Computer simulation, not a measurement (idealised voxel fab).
The following process module bears the name voxel wiring stack.
Each square cell in cross-section cut measures 5 nm, and the section as a whole is 205 nm wide.
A cross-section is a grid of square cells, given in bands from the top down. A band is one or more rows of cells. Top, bottom (nm), then materials left to right with widths (nm); lone material tagged "everywhere" fills the whole band edge to edge; "air" = empty space. Ref level 0: as-received wafer is one material below here. Bottom band extends down with no lower bound ("0 nm and below"). A two-number width, for instance "30 to 40", indicates that the width is equal to the first number in the top row of the band and to the second number in the bottom row, and that it changes by a constant amount per row of cells. The designation "left unchanged", where it is given for a processing step, indicates that no cell of the cross-section was altered in the course of that step. Basically, "Trapped voids" tells you about the enclosed voids: empty spaces with no open way to the top, 8 cells or bigger, each written width x height at distance, where distance is from the left edge, all in nm. On each step's line, the part that comes after the settings is the simulator's own comment on the step. For masked steps, "overlay nm" on the step line gives how far right of plan the mask actually lay; a minus sign means it lay to the left.

[List of planned process steps]
1 RECEIVE: material Si
2 CONFORMAL_DEP: material SiO2, thk nm 10
3 DIRECTIONAL_DEP: material TiN, thk nm 5
4 DIRECTIONAL_DEP: material Ru, thk nm 25
5 PATTERN: tone cover, mask id METAL_1, material resist, width nm 30, pitch nm 50, thk nm 20, overlay nm 0
6 DIRECTIONAL_ETCH: etch materials Ru, depth nm 25
7 DIRECTIONAL_ETCH: etch materials TiN, depth nm 5
8 STRIP: etch materials resist
9 FILL_DEP: material SiO2, thk nm 10
10 CMP: height nm 40
11 CONFORMAL_DEP: material SiCN, thk nm 5
12 DIRECTIONAL_DEP: material SiO2, thk nm 15
13 MASKED_ETCH: tone open, mask id PLUG_1, width nm 15, pitch nm 50, etch materials SiO2, depth nm 15, overlay nm 0
14 MASKED_ETCH: tone open, mask id PLUG_1, width nm 15, pitch nm 50, etch materials SiCN, depth nm 5, overlay nm 0
15 CONFORMAL_DEP: material TiN, thk nm 5
16 FILL_DEP: material Cu, thk nm 5
17 CMP: height nm 60
18 CONFORMAL_DEP: material SiN, thk nm 5
19 DIRECTIONAL_DEP: material SiO2, thk nm 25
20 DIRECTIONAL_DEP: material aC, thk nm 10
21 PATTERN: tone open, mask id METAL_2, material resist, width nm 30, pitch nm 50, thk nm 25, overlay nm 0
22 DIRECTIONAL_ETCH: etch materials aC, depth nm 10
23 STRIP: etch materials resist
24 DIRECTIONAL_ETCH: etch materials SiO2, depth nm 25
25 DIRECTIONAL_ETCH: etch materials SiN, depth nm 5
26 STRIP: etch materials aC
27 CONFORMAL_DEP: material TiN, thk nm 5
28 FILL_DEP: material Cu, thk nm 5
29 CMP: height nm 90
30 CONFORMAL_DEP: material SiCN, thk nm 5

[Here's what the wafer looked like in cross-section when it arrived - that's after step 1]
> 0 nm and below: Si everywhere
> Trapped voids: none

[End-of-module cross-section. Starting structure and process plan as above; one mistake made in running it]
> 95 nm to 90 nm: SiCN everywhere
> 90 nm to 65 nm: SiO2 (35); TiN (5); Cu (25); TiN (5); SiO2 (15); TiN (5); Cu (25); TiN (5); SiO2 (15); TiN (5); Cu (25); TiN (5); SiO2 (35)
> 65 nm to 60 nm: SiN (35); TiN (35); SiN (15); TiN (35); SiN (15); TiN (35); SiN (35)
> 60 nm to 45 nm: SiO2 (35); TiN (5); Cu (5); TiN (5); SiO2 (35); TiN (5); Cu (5); TiN (5); SiO2 (35); TiN (5); Cu (5); TiN (5); SiO2 (55)
> 45 nm to 40 nm: SiCN (35); TiN (15); SiCN (35); TiN (15); SiCN (35); TiN (15); SiCN (55)
> 40 nm to 15 nm: SiO2 (35); Ru (30); SiO2 (20); Ru (30); SiO2 (20); Ru (30); SiO2 (40)
> 15 nm to 10 nm: SiO2 (35); TiN (30); SiO2 (20); TiN (30); SiO2 (20); TiN (30); SiO2 (40)
> 10 nm to 0 nm: SiO2 everywhere
> 0 nm and below: Si everywhere
> Trapped voids: none
Finding, execution versus plan: heads up, step 21 didn't go per plan, it actually ran as PATTERN: tone open, mask id METAL_2, material resist, width nm 35, pitch nm 50, thk nm 25, overlay nm 0
